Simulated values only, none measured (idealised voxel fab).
Title: Process Module voxel quadruple lines
Cross-section cut spans 270 nm and uses square cells 5 nm in size.
Cross-section layout: square cells on a grid; listed as bands, top to bottom; a band spans one or more cell rows. Per band: top height and bottom height in nm, followed by the left-to-right materials and their widths in nm; "everywhere" marks a single material spanning edge to edge, "empty" marks empty space. Heights are measured from 0, the level below which the as-received wafer is all one material; the lowest band has no bottom and continues downward, written as in "from 0 down". Top row gets the first number, bottom row gets the second, and each row in between changes by the same step: that is how a band width like "30..40" works. "stayed the same" after a step means that no cell of the cross-section changed. Each empty space that has no open way to the top and spans at least 8 cells appears under "Internal closed voids" as width x height at distance, the distance counted from the left edge, all in nm. Step line, after settings: the simulator's comment on this step. Each step line may optionally specify "overlay nm", which for a step with a mask gives the rightward distance between the mask's planned place and where it lay, a negative value indicating the leftward direction.

### Process steps (planned)
| 1 | RECEIVE, material Si |
| 2 | CONFORMAL_DEP, material Al2O3, thk nm 10 |
| 3 | DIRECTIONAL_DEP, material TiN, thk nm 10 |
| 4 | DIRECTIONAL_DEP, material polySi, thk nm 15 |
| 5 | DIRECTIONAL_DEP, material aC, thk nm 25 |
| 6 | PATTERN, tone cover, mask id MANDREL, material resist, width nm 20, pitch nm 60, thk nm 30, overlay nm 0 |
| 7 | DIRECTIONAL_ETCH, etch materials aC, depth nm 25 |
| 8 | STRIP, etch materials resist |
| 9 | CONFORMAL_DEP, material SiO2, thk nm 10 |
| 10 | DIRECTIONAL_ETCH, etch materials SiO2, depth nm 10 |
| 11 | STRIP, etch materials aC |
| 12 | DIRECTIONAL_ETCH, etch materials polySi, depth nm 15 |
| 13 | STRIP, etch materials SiO2 |
| 14 | CONFORMAL_DEP, material SiCN, thk nm 5 |
| 15 | DIRECTIONAL_ETCH, etch materials SiCN, depth nm 5 |
| 16 | STRIP, etch materials polySi |
| 17 | DIRECTIONAL_ETCH, etch materials TiN, depth nm 10 |
| 18 | STRIP, etch materials SiCN |

### As-received state of the wafer in cross-section, equivalent to post-step 1
> from 0 down: Si everywhere
> Internal closed voids: none

### Wafer cross-section at end of module: start and plan as shown above, one execution error
> from 25 to 10: polySi everywhere
> from 10 to 0: Al2O3 everywhere
> from 0 down: Si everywhere
> Internal closed voids: none
In executing the process, a mistake was made relative to the plan: steps 3 and 4: order swapped relative to plan
